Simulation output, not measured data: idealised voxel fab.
The document below concerns the process module designated voxel spacer lines.
Square cells of 5 nm make up the cross-section cut, whose width is 150 nm.
Cross-sections here: square-cell grids, written as top-down lists of bands, a band being one or more rows of cells.
Each band's line starts with the height of the band's top and of its bottom, in nm. Then come its materials from left to right, each with its width in nm. One material with "edge to edge" fills the band from edge to edge. "air" is empty space.
The level at which height equals 0 is the one under which the wafer, as it arrives, is entirely one material. No lower edge exists for the bottom band, which continues downward and is notated as in "top 0, no bottom".
Top row gets the first number, bottom row gets the second, and each row in between changes by the same step: that is how a band width like "30 to 40" works.
The cross-section has no changed cell in any step marked "remained the same".
"Closed void catalog" contains a list of empty spaces, each no smaller than 8 cells and without an open way to the top, written in the form width x height at distance with the distance from the left edge and all three in nm.
If you see something after the settings on a step's line, that's the simulator's own remark about that step.
A step's line can hold "overlay nm"; with a mask on that step, the setting says how far right of the planned place the mask lay, while a negative setting says it lay to the left.
Steps planned for the process:
- 1: RECEIVE (material Si)
- 2: CONFORMAL_DEP (material Al2O3; thk nm 10)
- 3: DIRECTIONAL_DEP (material TiN; thk nm 15)
- 4: DIRECTIONAL_DEP (material polySi; thk nm 30)
- 5: PATTERN (tone cover; mask id MANDREL; material resist; width nm 20; pitch nm 60; thk nm 40; overlay nm 0)
- 6: DIRECTIONAL_ETCH (etch materials polySi; depth nm 30)
- 7: STRIP (etch materials resist)
- 8: CONFORMAL_DEP (material SiN; thk nm 10)
- 9: DIRECTIONAL_ETCH (etch materials SiN; depth nm 10)
- 10: STRIP (etch materials polySi)
- 11: DIRECTIONAL_ETCH (etch materials TiN; depth nm 15)
- 12: STRIP (etch materials SiN)
- 13: FILL_DEP (material lowk; thk nm 10)
- 14: CMP (height nm 25)
Incoming wafer in cross-section (state: after step 1):
    top 0, no bottom = Si edge to edge
    Closed void catalog: none
Same starting wafer, same plan as above, one mistake in the execution; this is the cross-section at the end of the module:
    top 25, bottom 10 = 30 nm lowk | 10 nm TiN | 15 nm lowk | 10 nm TiN | 25 nm lowk | 10 nm TiN | 15 nm lowk | 10 nm TiN | 25 nm lowk
    top 10, bottom 0 = Al2O3 edge to edge
    top 0, no bottom = Si edge to edge
    Closed void catalog: none
Want to know what went wrong? step 5 ran as: PATTERN (tone cover; mask id MANDREL; material resist; width nm 15; pitch nm 60; thk nm 40; overlay nm 0)
